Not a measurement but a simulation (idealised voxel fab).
process module | voxel wiring stack
cross-section cut | 260 nm wide | cells 5 nm
A cross-section is a grid of square cells, given in bands from the top down. A band is one or more rows of cells.
Each band's line starts with the height of the band's top and of its bottom, in nm. Then come its materials from left to right, each with its width in nm. One material with "throughout" fills the band from edge to edge. "air" is empty space.
Height 0 is the level under which the wafer as received is all one material. The lowest band goes on downwards, as in "0 down".
A width such as "30 to 40" changes by the same amount from each row of cells to the next, from the band's top row to its bottom row.
"no change" after a step means that no cell of the cross-section changed.
closed voids: empty space of 8 cells or more with no open way to the top, each as width x height at its distance from the left edge, in nm
after a step's settings: what the simulator itself notes on the step
overlay nm, on a step with a mask: how far to the right of its planned place the mask lay; to the left if negative
plan
1 op RECEIVE | material Si
2 op CONFORMAL_DEP | material SiO2 | thk nm 10
3 op DIRECTIONAL_DEP | material TiN | thk nm 5
4 op DIRECTIONAL_DEP | material W | thk nm 25
5 op MASKED_ETCH | tone cover | mask id METAL_1 | width nm 25 | pitch nm 40 | etch materials W | depth nm 25 | overlay nm 0
6 op MASKED_ETCH | tone cover | mask id METAL_1 | width nm 25 | pitch nm 40 | etch materials TiN | depth nm 5 | overlay nm 0
7 op FILL_DEP | material lowk | thk nm 5
8 op CMP | height nm 40
9 op CONFORMAL_DEP | material SiCN | thk nm 5
10 op DIRECTIONAL_DEP | material SiO2 | thk nm 10
11 op PATTERN | tone open | mask id PLUG_1 | material resist | width nm 15 | pitch nm 40 | thk nm 15 | overlay nm 0
12 op DIRECTIONAL_ETCH | etch materials SiO2 | depth nm 10
13 op DIRECTIONAL_ETCH | etch materials SiCN | depth nm 5
14 op STRIP | etch materials resist
15 op CONFORMAL_DEP | material TiN | thk nm 5
16 op FILL_DEP | material Ru | thk nm 10
17 op CMP | height nm 55
18 op DIRECTIONAL_DEP | material TiN | thk nm 5
19 op DIRECTIONAL_DEP | material Ru | thk nm 25
20 op DIRECTIONAL_DEP | material aC | thk nm 15
21 op PATTERN | tone cover | mask id METAL_2 | material resist | width nm 25 | pitch nm 40 | thk nm 35 | overlay nm 0
22 op DIRECTIONAL_ETCH | etch materials aC | depth nm 15
23 op STRIP | etch materials resist
24 op DIRECTIONAL_ETCH | etch materials Ru | depth nm 25
25 op DIRECTIONAL_ETCH | etch materials TiN | depth nm 5
26 op STRIP | etch materials aC
27 op CONFORMAL_DEP | material SiCN | thk nm 5
28 op FILL_DEP | material SiO2 | thk nm 5
29 op CMP | height nm 85
30 op CONFORMAL_DEP | material SiCN | thk nm 5
31 op DIRECTIONAL_DEP | material lowk | thk nm 20
32 op PATTERN | tone open | mask id PLUG_2 | material resist | width nm 15 | pitch nm 80 | thk nm 20 | overlay nm 0
33 op DIRECTIONAL_ETCH | etch materials lowk | depth nm 20
34 op DIRECTIONAL_ETCH | etch materials SiCN | depth nm 5
35 op STRIP | etch materials resist
36 op CONFORMAL_DEP | material TiN | thk nm 5
37 op FILL_DEP | material Ru | thk nm 5
38 op CMP | height nm 110
39 op CONFORMAL_DEP | material SiN | thk nm 5
40 op DIRECTIONAL_DEP | material SiO2 | thk nm 15
41 op MASKED_ETCH | tone open | mask id METAL_3 | width nm 25 | pitch nm 40 | etch materials SiO2 | depth nm 15 | overlay nm 0
42 op MASKED_ETCH | tone open | mask id METAL_3 | width nm 25 | pitch nm 40 | etch materials SiN | depth nm 5 | overlay nm 0
43 op CONFORMAL_DEP | material TiN | thk nm 5
44 op FILL_DEP | material Cu | thk nm 5
45 op CMP | height nm 130
46 op CONFORMAL_DEP | material SiCN | thk nm 5
as received, after step 1
  0 down: Si throughout
  closed voids: none
a wafer at the end: this start, this plan, one mistake
  135 to 130: SiCN throughout
  130 to 115: SiO2 55 | TiN 5 | Cu 15 | TiN 5 | SiO2 15 | TiN 5 | Cu 15 | TiN 5 | SiO2 15 | TiN 5 | Cu 15 | TiN 5 | SiO2 15 | TiN 5 | Cu 15 | TiN 5 | SiO2 60
  115 to 110: SiN 55 | TiN 25 | SiN 15 | TiN 25 | SiN 15 | TiN 25 | SiN 15 | TiN 25 | SiN 60
  110 to 90: lowk 55 | TiN 5 | Ru 5 | TiN 5 | lowk 65 | TiN 5 | Ru 5 | TiN 5 | lowk 110
  90 to 85: SiCN 55 | TiN 15 | SiCN 65 | TiN 15 | SiCN 110
  85 to 60: SiO2 50 | SiCN 5 | Ru 25 | SiCN 5 | SiO2 5 | SiCN 5 | Ru 25 | SiCN 5 | SiO2 5 | SiCN 5 | Ru 25 | SiCN 5 | SiO2 5 | SiCN 5 | Ru 25 | SiCN 5 | SiO2 55
  60 to 55: SiCN 55 | TiN 25 | SiCN 15 | TiN 25 | SiCN 15 | TiN 25 | SiCN 15 | TiN 25 | SiCN 60
  55 to 45: Ru 50 | TiN 5 | SiO2 15 | TiN 5 | Ru 15 | TiN 5 | SiO2 15 | TiN 5 | Ru 15 | TiN 5 | SiO2 15 | TiN 5 | Ru 15 | TiN 5 | SiO2 15 | TiN 5 | Ru 65
  45 to 40: TiN 55 | SiCN 15 | TiN 25 | SiCN 15 | TiN 25 | SiCN 15 | TiN 25 | SiCN 15 | TiN 70
  40 to 15: lowk 55 | W 25 | lowk 15 | W 25 | lowk 15 | W 25 | lowk 15 | W 25 | lowk 60
  15 to 10: lowk 55 | TiN 25 | lowk 15 | TiN 25 | lowk 15 | TiN 25 | lowk 15 | TiN 25 | lowk 60
  10 to 0: SiO2 throughout
  0 down: Si throughout
  closed voids: none
what went wrong: step 11 ran as: op PATTERN | tone cover | mask id PLUG_1 | material resist | width nm 15 | pitch nm 40 | thk nm 15 | overlay nm 0
